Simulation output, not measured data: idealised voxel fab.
Name of the process module below: voxel lift off
The cross-section shown here is cut; it is 220 nm wide and divided into square cells measuring 5 nm on a side.
Format of a cross-section: grid, square cells. Given as bands. Order: top down. Band: one or more rows of cells.
Band: top height; bottom height; in nm. Then, left to right: material with width in nm, for each material. "everywhere": a single material spanning edge to edge. "empty": empty space.
Height reference: 0 = level under which incoming wafer is all one material. Lowest band: no bottom, runs on downward, e.g. "top 0, no bottom".
It should be noted that a width expressed as "30->40" varies in equal increments from row to row of cells within the band, taking the value of the first number at the top row and that of the second number at the bottom row.
What does "nothing was modified" mean for a step? It means no cell of the cross-section changed in that step.
"Sealed internal cavities" enumerates empty spaces isolated from the top, with no open way to it, that contain at least 8 cells, giving each as width x height at distance from the left edge, all three in nm.
It should be noted that, on the line of a given step, the content following the step's settings is a remark produced by the simulator itself with respect to that step.
A step line may carry the setting "overlay nm", which, for steps involving a mask, states the distance by which the mask lay to the right of its intended position; negative values denote displacement to the left.
This section lists the process steps that were planned
1) op RECEIVE | material Si
2) op CONFORMAL_DEP | material Al2O3 | thk nm 10
3) op PATTERN | tone open | mask id LINES | material resist | width nm 30 | pitch nm 45 | thk nm 25 | overlay nm 0
4) op DIRECTIONAL_DEP | material Ru | thk nm 15
5) op STRIP | etch materials resist
6) op CONFORMAL_DEP | material SiO2 | thk nm 5
The first of two wafers, run as planned
Delivered wafer in cross-section: state after step 1
	top 0, no bottom | Si everywhere
	Sealed internal cavities: none
After step 2: wafer cross-section
	top 10, bottom 0 | Al2O3 everywhere
	Whatever lies below 0 is exactly as it was before.
After step 3: wafer cross-section
	top 35, bottom 10 | 70 resist; 30 empty; 15 resist; 30 empty; 75 resist
	Whatever lies below 10 is exactly as it was before.
After step 4: wafer cross-section
	top 50, bottom 35 | 70 Ru; 30 empty; 15 Ru; 30 empty; 75 Ru
	top 35, bottom 25 | 70 resist; 30 empty; 15 resist; 30 empty; 75 resist
	top 25, bottom 10 | 70 resist; 30 Ru; 15 resist; 30 Ru; 75 resist
	Whatever lies below 10 is exactly as it was before.
After step 5: wafer cross-section
	top 25, bottom 10 | 70 empty; 30 Ru; 15 empty; 30 Ru; 75 empty
	Whatever lies below 10 is exactly as it was before.
After step 6: wafer cross-section
	top 30, bottom 25 | 65 empty; 40 SiO2; 5 empty; 40 SiO2; 70 empty
	top 25, bottom 15 | 65 empty; 5 SiO2; 30 Ru; 5 SiO2; 5 empty; 5 SiO2; 30 Ru; 5 SiO2; 70 empty
	top 15, bottom 10 | 70 SiO2; 30 Ru; 15 SiO2; 30 Ru; 75 SiO2
	Whatever lies below 10 is exactly as it was before.
Wafer two. Same start, same plan, one slip in execution. Same as wafer one through step 2, inclusive
Second wafer, cross-section, planned end of step 3
	top 35, bottom 10 | 70 empty; 30 resist; 15 empty; 30 resist; 75 empty
	Whatever lies below 10 is exactly as it was before.
Second wafer, cross-section, planned end of step 4
	top 50, bottom 35 | 70 empty; 30 Ru; 15 empty; 30 Ru; 75 empty
	top 35, bottom 25 | 70 empty; 30 resist; 15 empty; 30 resist; 75 empty
	top 25, bottom 10 | 70 Ru; 30 resist; 15 Ru; 30 resist; 75 Ru
	Whatever lies below 10 is exactly as it was before.
Second wafer, cross-section, planned end of step 5
	top 25, bottom 10 | 70 Ru; 30 empty; 15 Ru; 30 empty; 75 Ru
	Whatever lies below 10 is exactly as it was before.
Second wafer, cross-section, planned end of step 6
	top 30, bottom 25 | 75 SiO2; 20 empty; 25 SiO2; 20 empty; 80 SiO2
	top 25, bottom 15 | 70 Ru; 5 SiO2; 20 empty; 5 SiO2; 15 Ru; 5 SiO2; 20 empty; 5 SiO2; 75 Ru
	top 15, bottom 10 | 70 Ru; 30 SiO2; 15 Ru; 30 SiO2; 75 Ru
	Whatever lies below 10 is exactly as it was before.
Against the plan, the run slipped here: step 3 ran with different settings than intended, the actual operation and settings being op PATTERN | tone cover | mask id LINES | material resist | width nm 30 | pitch nm 45 | thk nm 25 | overlay nm 0
Final difference in cells, second wafer against first, listed per material as more or fewer: Ru: 60 more
